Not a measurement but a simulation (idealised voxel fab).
This section sets out a process module, namely voxel trench capacitor.
cross-section cut | 260 nm wide | cells 5 nm
Cross-section spec: square-cell grid; bands listed top down; each band is one or more rows. First you get the band's top height and its bottom height, in nm, and then the materials it's made of, left to right, with each width in nm. If you see a single material with "edge to edge", that one covers the band edge to edge. "air" is empty space. Counting heights begins at 0, where everything beneath is, in the wafer as received, one material. The lowest band has no bottom; it goes on downwards, as "from 0 down" shows. Note: "30..40" means the width goes from the first number (top row of the band) to the second number (bottom row) in equal steps per row of cells. The designation "nothing changed", where it is given for a processing step, indicates that no cell of the cross-section was altered in the course of that step. "Fully closed voids" lists enclosed empty spaces (at least 8 cells, no open path upward to the top), each as width x height at distance from the left edge, in nm. If you see something after the settings on a step's line, that's the simulator's own remark about that step. A step line may carry the setting "overlay nm", which, for steps involving a mask, states the distance by which the mask lay to the right of its intended position; negative values denote displacement to the left.

Set out below are the planned steps of the process:
step 1: RECEIVE [material Si]
step 2: CONFORMAL_DEP [material SiN] [thk nm 5]
step 3: MASKED_ETCH [tone open] [mask id TRENCH] [width nm 30] [pitch nm 45] [etch materials SiN] [depth nm 5] [overlay nm 0]
step 4: MASKED_ETCH [tone open] [mask id TRENCH] [width nm 30] [pitch nm 45] [etch materials Si] [depth nm 40] [overlay nm 0]
step 5: CONFORMAL_DEP [material Al2O3] [thk nm 5]
step 6: CONFORMAL_DEP [material TiN] [thk nm 5]
step 7: FILL_DEP [material W] [thk nm 5]
step 8: CMP [height nm 5]

Concerning the first of two wafers, which was run in accordance with the plan:

as received, after step 1:
- from 0 down  Si edge to edge
- Fully closed voids: none

Once step 2 is through, the wafer looks like this in cross-section:
- from 5 to 0  SiN edge to edge
- Anything lower than 0 is untouched.

Once step 3 is through, the wafer looks like this in cross-section:
- from 5 to 0  SiN 70 nm  air 30 nm  SiN 15 nm  air 30 nm  SiN 15 nm  air 30 nm  SiN 70 nm
- Anything lower than 0 is untouched.

Once step 4 is through, the wafer looks like this in cross-section:
- from 5 to 0  SiN 70 nm  air 30 nm  SiN 15 nm  air 30 nm  SiN 15 nm  air 30 nm  SiN 70 nm
- from 0 to -40  Si 70 nm  air 30 nm  Si 15 nm  air 30 nm  Si 15 nm  air 30 nm  Si 70 nm
- Anything lower than -40 is untouched.

Once step 5 is through, the wafer looks like this in cross-section:
- from 10 to 5  Al2O3 75 nm  air 20 nm  Al2O3 25 nm  air 20 nm  Al2O3 25 nm  air 20 nm  Al2O3 75 nm
- from 5 to 0  SiN 70 nm  Al2O3 5 nm  air 20 nm  Al2O3 5 nm  SiN 15 nm  Al2O3 5 nm  air 20 nm  Al2O3 5 nm  SiN 15 nm  Al2O3 5 nm  air 20 nm  Al2O3 5 nm  SiN 70 nm
- from 0 to -35  Si 70 nm  Al2O3 5 nm  air 20 nm  Al2O3 5 nm  Si 15 nm  Al2O3 5 nm  air 20 nm  Al2O3 5 nm  Si 15 nm  Al2O3 5 nm  air 20 nm  Al2O3 5 nm  Si 70 nm
- from -35 to -40  Si 70 nm  Al2O3 30 nm  Si 15 nm  Al2O3 30 nm  Si 15 nm  Al2O3 30 nm  Si 70 nm
- Anything lower than -40 is untouched.

Once step 6 is through, the wafer looks like this in cross-section:
- from 15 to 10  TiN 80 nm  air 10 nm  TiN 35 nm  air 10 nm  TiN 35 nm  air 10 nm  TiN 80 nm
- from 10 to 5  Al2O3 75 nm  TiN 5 nm  air 10 nm  TiN 5 nm  Al2O3 25 nm  TiN 5 nm  air 10 nm  TiN 5 nm  Al2O3 25 nm  TiN 5 nm  air 10 nm  TiN 5 nm  Al2O3 75 nm
- from 5 to 0  SiN 70 nm  Al2O3 5 nm  TiN 5 nm  air 10 nm  TiN 5 nm  Al2O3 5 nm  SiN 15 nm  Al2O3 5 nm  TiN 5 nm  air 10 nm  TiN 5 nm  Al2O3 5 nm  SiN 15 nm  Al2O3 5 nm  TiN 5 nm  air 10 nm  TiN 5 nm  Al2O3 5 nm  SiN 70 nm
- from 0 to -30  Si 70 nm  Al2O3 5 nm  TiN 5 nm  air 10 nm  TiN 5 nm  Al2O3 5 nm  Si 15 nm  Al2O3 5 nm  TiN 5 nm  air 10 nm  TiN 5 nm  Al2O3 5 nm  Si 15 nm  Al2O3 5 nm  TiN 5 nm  air 10 nm  TiN 5 nm  Al2O3 5 nm  Si 70 nm
- from -30 to -35  Si 70 nm  Al2O3 5 nm  TiN 20 nm  Al2O3 5 nm  Si 15 nm  Al2O3 5 nm  TiN 20 nm  Al2O3 5 nm  Si 15 nm  Al2O3 5 nm  TiN 20 nm  Al2O3 5 nm  Si 70 nm
- Anything lower than -35 is untouched.

Once step 7 is through, the wafer looks like this in cross-section:
- from 20 to 15  W edge to edge
- from 15 to 10  TiN 80 nm  W 10 nm  TiN 35 nm  W 10 nm  TiN 35 nm  W 10 nm  TiN 80 nm
- from 10 to 5  Al2O3 75 nm  TiN 5 nm  W 10 nm  TiN 5 nm  Al2O3 25 nm  TiN 5 nm  W 10 nm  TiN 5 nm  Al2O3 25 nm  TiN 5 nm  W 10 nm  TiN 5 nm  Al2O3 75 nm
- from 5 to 0  SiN 70 nm  Al2O3 5 nm  TiN 5 nm  W 10 nm  TiN 5 nm  Al2O3 5 nm  SiN 15 nm  Al2O3 5 nm  TiN 5 nm  W 10 nm  TiN 5 nm  Al2O3 5 nm  SiN 15 nm  Al2O3 5 nm  TiN 5 nm  W 10 nm  TiN 5 nm  Al2O3 5 nm  SiN 70 nm
- from 0 to -30  Si 70 nm  Al2O3 5 nm  TiN 5 nm  W 10 nm  TiN 5 nm  Al2O3 5 nm  Si 15 nm  Al2O3 5 nm  TiN 5 nm  W 10 nm  TiN 5 nm  Al2O3 5 nm  Si 15 nm  Al2O3 5 nm  TiN 5 nm  W 10 nm  TiN 5 nm  Al2O3 5 nm  Si 70 nm
- Anything lower than -30 is untouched.

Once step 8 is through, the wafer looks like this in cross-section:
- from 5 to 0  SiN 70 nm  Al2O3 5 nm  TiN 5 nm  W 10 nm  TiN 5 nm  Al2O3 5 nm  SiN 15 nm  Al2O3 5 nm  TiN 5 nm  W 10 nm  TiN 5 nm  Al2O3 5 nm  SiN 15 nm  Al2O3 5 nm  TiN 5 nm  W 10 nm  TiN 5 nm  Al2O3 5 nm  SiN 70 nm
- Anything lower than 0 is untouched.

For the second wafer, take the first wafer's start and plan, then add one mistake made in running it; everything through step 3, that step included, is shared with the first:

Cross-section of the second wafer at the time step 4 of the plan should have ended:
- from 5 to 0  SiN 70 nm  air 30 nm  SiN 15 nm  air 30 nm  SiN 15 nm  air 30 nm  SiN 70 nm
- from 0 to -40  Si 80 nm  air 20 nm  Si 25 nm  air 20 nm  Si 25 nm  air 20 nm  Si 70 nm
- Anything lower than -40 is untouched.

Cross-section of the second wafer at the time step 5 of the plan should have ended:
- from 10 to 5  Al2O3 75 nm  air 20 nm  Al2O3 25 nm  air 20 nm  Al2O3 25 nm  air 20 nm  Al2O3 75 nm
- from 5 to 0  SiN 70 nm  Al2O3 15 nm  air 10 nm  Al2O3 5 nm  SiN 15 nm  Al2O3 15 nm  air 10 nm  Al2O3 5 nm  SiN 15 nm  Al2O3 15 nm  air 10 nm  Al2O3 5 nm  SiN 70 nm
- from 0 to -35  Si 80 nm  Al2O3 5 nm  air 10 nm  Al2O3 5 nm  Si 25 nm  Al2O3 5 nm  air 10 nm  Al2O3 5 nm  Si 25 nm  Al2O3 5 nm  air 10 nm  Al2O3 5 nm  Si 70 nm
- from -35 to -40  Si 80 nm  Al2O3 20 nm  Si 25 nm  Al2O3 20 nm  Si 25 nm  Al2O3 20 nm  Si 70 nm
- Anything lower than -40 is untouched.

Cross-section of the second wafer at the time step 6 of the plan should have ended:
- from 15 to 10  TiN 80 nm  air 10 nm  TiN 35 nm  air 10 nm  TiN 35 nm  air 10 nm  TiN 80 nm
- from 10 to 5  Al2O3 75 nm  TiN 20 nm  Al2O3 25 nm  TiN 20 nm  Al2O3 25 nm  TiN 20 nm  Al2O3 75 nm
- from 5 to 0  SiN 70 nm  Al2O3 15 nm  TiN 10 nm  Al2O3 5 nm  SiN 15 nm  Al2O3 15 nm  TiN 10 nm  Al2O3 5 nm  SiN 15 nm  Al2O3 15 nm  TiN 10 nm  Al2O3 5 nm  SiN 70 nm
- from 0 to -35  Si 80 nm  Al2O3 5 nm  TiN 10 nm  Al2O3 5 nm  Si 25 nm  Al2O3 5 nm  TiN 10 nm  Al2O3 5 nm  Si 25 nm  Al2O3 5 nm  TiN 10 nm  Al2O3 5 nm  Si 70 nm
- Anything lower than -35 is untouched.

Cross-section of the second wafer at the time step 7 of the plan should have ended:
- from 20 to 15  W edge to edge
- from 15 to 10  TiN 80 nm  W 10 nm  TiN 35 nm  W 10 nm  TiN 35 nm  W 10 nm  TiN 80 nm
- Anything lower than 10 is untouched.

Cross-section of the second wafer at the time step 8 of the plan should have ended:
- from 5 to 0  SiN 70 nm  Al2O3 15 nm  TiN 10 nm  Al2O3 5 nm  SiN 15 nm  Al2O3 15 nm  TiN 10 nm  Al2O3 5 nm  SiN 15 nm  Al2O3 15 nm  TiN 10 nm  Al2O3 5 nm  SiN 70 nm
- Anything lower than 0 is untouched.
Misprocessing identified: so step 4 ended up running with a different setting than we planned, it ran as MASKED_ETCH [tone open] [mask id TRENCH] [width nm 30] [pitch nm 45] [etch materials Si] [depth nm 40] [overlay nm 10]
Materials where the second wafer ends with more or fewer cells than the first: Si +48 | TiN -6 | W -42
